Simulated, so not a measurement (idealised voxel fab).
Process module in this document: voxel air gaps
Cross-sectional view cut (width: 175 nm; square cell size: 5 nm).
If you're reading a cross-section in this doc, picture square cells in a grid; it comes to you as bands, top ones listed first down to the bottom, and a band can be one or more rows of cells.
Basically the band line says how high the top is and how high the bottom is, in nm, and then what's in it from left to right, every material with its width in nm. Empty space shows up as "blank", and if a single material carries "everywhere" it runs the full band edge to edge.
Beneath 0, the wafer as received is one material, and that level is where height counting begins. The lowest band goes on downward without a bottom; it is written like "0 -> down".
Read "30->40" as a graded width: first number on top, second number at the bottom, same change between each pair of neighbouring rows.
Step marked "nothing was modified"? Then no cell in the cross-section changed in it.
The list in "Fully sealed voids" covers empty spaces of 8 cells or more that cannot reach the top through any open way, and it gives each as width x height at distance; the distance is from the left edge, and width, height and distance are in nm.
Post-settings text on a step line: simulator's own remark regarding the step.
overlay nm: for a step with a mask, the amount by which the mask lay right of where it was planned; a negative amount means left of it.
PLANNED PROCESS STEPS
step 1: RECEIVE,material Si
step 2: CONFORMAL_DEP,material SiO2,thk nm 15
step 3: CONFORMAL_DEP,material SiN,thk nm 5
step 4: DIRECTIONAL_DEP,material SiO2,thk nm 35
step 5: MASKED_ETCH,tone open,mask id LINES,width nm 15,pitch nm 40,etch materials SiO2,depth nm 35,overlay nm 0
step 6: CONFORMAL_DEP,material TiN,thk nm 5
step 7: FILL_DEP,material Cu,thk nm 10
step 8: CMP,height nm 55
step 9: EPI,material Ru,thk nm 10
step 10: SELECTIVE_ETCH,etch materials SiO2,depth nm 45
step 11: CONFORMAL_DEP,material SiCN,thk nm 5
INCOMING WAFER IN CROSS-SECTION (STATE: AFTER STEP 1)
  0 -> down  Si everywhere
  Fully sealed voids: none
POST-MODULE CROSS-SECTION OF THE FIRST OF TWO WAFERS (RUN PER PLAN)
  70 -> 65  blank 5 nm  SiCN 165 nm  blank 5 nm
  65 -> 55  blank 5 nm  SiCN 5 nm  Ru 35 nm  SiCN 5 nm  Ru 35 nm  SiCN 5 nm  Ru 35 nm  SiCN 5 nm  Ru 35 nm  SiCN 5 nm  blank 5 nm
  55 -> 50  blank 5 nm  SiCN 15 nm  TiN 5 nm  Cu 5 nm  TiN 5 nm  SiCN 25 nm  TiN 5 nm  Cu 5 nm  TiN 5 nm  SiCN 25 nm  TiN 5 nm  Cu 5 nm  TiN 5 nm  SiCN 25 nm  TiN 5 nm  Cu 5 nm  TiN 5 nm  SiCN 15 nm  blank 5 nm
  50 -> 25  blank 15 nm  SiCN 5 nm  TiN 5 nm  Cu 5 nm  TiN 5 nm  SiCN 5 nm  blank 15 nm  SiCN 5 nm  TiN 5 nm  Cu 5 nm  TiN 5 nm  SiCN 5 nm  blank 15 nm  SiCN 5 nm  TiN 5 nm  Cu 5 nm  TiN 5 nm  SiCN 5 nm  blank 15 nm  SiCN 5 nm  TiN 5 nm  Cu 5 nm  TiN 5 nm  SiCN 5 nm  blank 15 nm
  25 -> 20  SiCN 20 nm  TiN 15 nm  SiCN 25 nm  TiN 15 nm  SiCN 25 nm  TiN 15 nm  SiCN 25 nm  TiN 15 nm  SiCN 20 nm
  20 -> 15  SiN everywhere
  15 -> 0  SiO2 everywhere
  0 -> down  Si everywhere
  Fully sealed voids: 15 x 25 at 40; 15 x 25 at 80; 15 x 25 at 120
WAFER TWO, END OF MODULE, CROSS-SECTION. SAME START, SAME PLAN AS WAFER ONE. ONE MISTAKE IN THE RUN
  70 -> 65  SiCN everywhere
  65 -> 55  Ru everywhere
  55 -> 25  Cu 15 nm  TiN 5 nm  SiO2 15 nm  TiN 5 nm  Cu 15 nm  TiN 5 nm  SiO2 15 nm  TiN 5 nm  Cu 15 nm  TiN 5 nm  SiO2 15 nm  TiN 5 nm  Cu 15 nm  TiN 5 nm  SiO2 15 nm  TiN 5 nm  Cu 15 nm
  25 -> 20  TiN 20 nm  SiO2 15 nm  TiN 25 nm  SiO2 15 nm  TiN 25 nm  SiO2 15 nm  TiN 25 nm  SiO2 15 nm  TiN 20 nm
  20 -> 15  SiN everywhere
  15 -> 0  SiO2 everywhere
  0 -> down  Si everywhere
  Fully sealed voids: none
Deviation noted in wafer processing: planned and actual differ for step 5; actual: MASKED_ETCH,tone cover,mask id LINES,width nm 15,pitch nm 40,etch materials SiO2,depth nm 35,overlay nm 0
Once processing is complete, comparing cell counts shows that the second wafer has more or fewer of certain materials than the first: 66 more of Cu, 14 more of Ru, 92 fewer of SiCN, 84 more of SiO2, 11 more of TiN
Final count of closed voids per wafer: 3 in the first, 0 in the second.
